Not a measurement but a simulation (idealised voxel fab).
Herein follows the process module entitled voxel capacitor over wiring.
We display cut, a cross-section 195 nm in width whose square cells are each 5 nm.
How to read a cross-section here: the picture is a grid of square cells, written as bands going from the top down, and any band can span one or more rows of cells. Top, bottom (nm), then materials left to right with widths (nm); lone material tagged "throughout" fills the whole band edge to edge; "air" = empty space. All heights in this document are referenced to 0, defined as the level beneath which the wafer, as received, consists entirely of one material. The lowest band is not bounded below; it extends indefinitely downward and is written in the form "z 0 and below". Quick explanation for "30->40": the width changes in equal steps down the rows of cells, from the first number in the band's top row to the second number in its bottom row. No cell of the cross-section changed in a step that is given as "all unchanged". Empty spaces counting at least 8 cells and having no open way to the top are listed in "Enclosed void inventory". The notation width x height at distance is used for each, the distance being from the left edge and all three values in nm. On a step's line, text after the settings is the simulator commenting on that step. "overlay nm" on a masked step: distance the mask lay right of its planned place, negative for left.

Here's what the planned process steps look like:
step 1: RECEIVE, material Si
step 2: CONFORMAL_DEP, material SiO2, thk nm 10
step 3: CONFORMAL_DEP, material SiCN, thk nm 5
step 4: DIRECTIONAL_DEP, material lowk, thk nm 15
step 5: PATTERN, tone open, mask id METAL_1, material resist, width nm 25, pitch nm 80, thk nm 15, overlay nm 0
step 6: DIRECTIONAL_ETCH, etch materials lowk, depth nm 15
step 7: DIRECTIONAL_ETCH, etch materials SiCN, depth nm 5
step 8: STRIP, etch materials resist
step 9: CONFORMAL_DEP, material TiN, thk nm 5
step 10: FILL_DEP, material Cu, thk nm 10
step 11: CMP, height nm 30
step 12: EPI, material Ru, thk nm 5
step 13: FILL_DEP, material SiCN, thk nm 5
step 14: DIRECTIONAL_DEP, material lowk, thk nm 10
step 15: MASKED_ETCH, tone open, mask id PLUG_1, width nm 15, etch materials lowk, depth nm 10, overlay nm 0
step 16: MASKED_ETCH, tone open, mask id PLUG_1, width nm 15, etch materials SiCN, depth nm 5, overlay nm 0
step 17: EPI, material Ru, thk nm 10
step 18: EPI, material Ru, thk nm 5
step 19: DIRECTIONAL_DEP, material TiN, thk nm 10
step 20: DIRECTIONAL_DEP, material SiN, thk nm 5
step 21: DIRECTIONAL_DEP, material TiN, thk nm 10
step 22: DIRECTIONAL_DEP, material aC, thk nm 10
step 23: PATTERN, tone cover, mask id UPPER_PLATE, material resist, width nm 60, thk nm 30, overlay nm 0
step 24: DIRECTIONAL_ETCH, etch materials aC, depth nm 10
step 25: STRIP, etch materials resist
step 26: DIRECTIONAL_ETCH, etch materials TiN, depth nm 10
step 27: DIRECTIONAL_ETCH, etch materials SiN, depth nm 5
step 28: STRIP, etch materials aC
step 29: MASKED_ETCH, tone cover, mask id LOWER_PLATE, width nm 70, etch materials TiN, depth nm 10, overlay nm 0
step 30: FILL_DEP, material SiO2, thk nm 15
step 31: CMP, height nm 85
step 32: PATTERN, tone open, mask id PLUG_2, material resist, width nm 15, thk nm 20, overlay nm 0
step 33: DIRECTIONAL_ETCH, etch materials SiO2, depth nm 10
step 34: STRIP, etch materials resist
step 35: CONFORMAL_DEP, material TiN, thk nm 5
step 36: FILL_DEP, material Cu, thk nm 5
step 37: CMP, height nm 85
step 38: CONFORMAL_DEP, material SiCN, thk nm 5

Wafer as received: cross-section following step 1:
- z 0 and below = Si throughout
- Enclosed void inventory: none

Cross-section taken at module completion on the first of two wafers; processed per the plan:
- z 90 to 85 = SiCN throughout
- z 85 to 80 = 65 SiO2, 5 TiN, 5 Cu, 5 TiN, 115 SiO2
- z 80 to 75 = 65 SiO2, 15 TiN, 115 SiO2
- z 75 to 65 = 55 SiO2, 60 TiN, 80 SiO2
- z 65 to 60 = 55 SiO2, 60 SiN, 80 SiO2
- z 60 to 50 = 50 SiO2, 70 TiN, 75 SiO2
- z 50 to 40 = 55 lowk, 15 Ru, 125 lowk
- z 40 to 35 = 55 SiCN, 15 Ru, 125 SiCN
- z 35 to 30 = 40 SiCN, 35 Ru, 45 SiCN, 35 Ru, 40 SiCN
- z 30 to 15 = 45 lowk, 5 TiN, 15 Cu, 5 TiN, 55 lowk, 5 TiN, 15 Cu, 5 TiN, 45 lowk
- z 15 to 10 = 45 SiCN, 25 TiN, 55 SiCN, 25 TiN, 45 SiCN
- z 10 to 0 = SiO2 throughout
- z 0 and below = Si throughout
- Enclosed void inventory: none

What the second wafer looks like in cross-section once the module is done. Its start and its plan matched the first wafer's exactly; what differed was one mistake in how it was run:
- z 90 to 85 = SiCN throughout
- z 85 to 80 = 65 SiO2, 5 TiN, 5 Cu, 5 TiN, 115 SiO2
- z 80 to 75 = 65 SiO2, 15 TiN, 115 SiO2
- z 75 to 70 = 55 SiO2, 60 SiN, 80 SiO2
- z 70 to 60 = 50 SiO2, 70 TiN, 75 SiO2
- z 60 to 50 = TiN throughout
- z 50 to 40 = 55 lowk, 15 Ru, 125 lowk
- z 40 to 35 = 55 SiCN, 15 Ru, 125 SiCN
- z 35 to 30 = 40 SiCN, 35 Ru, 45 SiCN, 35 Ru, 40 SiCN
- z 30 to 15 = 45 lowk, 5 TiN, 15 Cu, 5 TiN, 55 lowk, 5 TiN, 15 Cu, 5 TiN, 45 lowk
- z 15 to 10 = 45 SiCN, 25 TiN, 55 SiCN, 25 TiN, 45 SiCN
- z 10 to 0 = SiO2 throughout
- z 0 and below = Si throughout
- Enclosed void inventory: none
So what did we get wrong on this run? the run placed steps 20 and 21 each in the position the plan gave to the other
The final cell counts differ between the wafers, with the second having more or fewer of some materials than the first: SiO2 -54; TiN +54
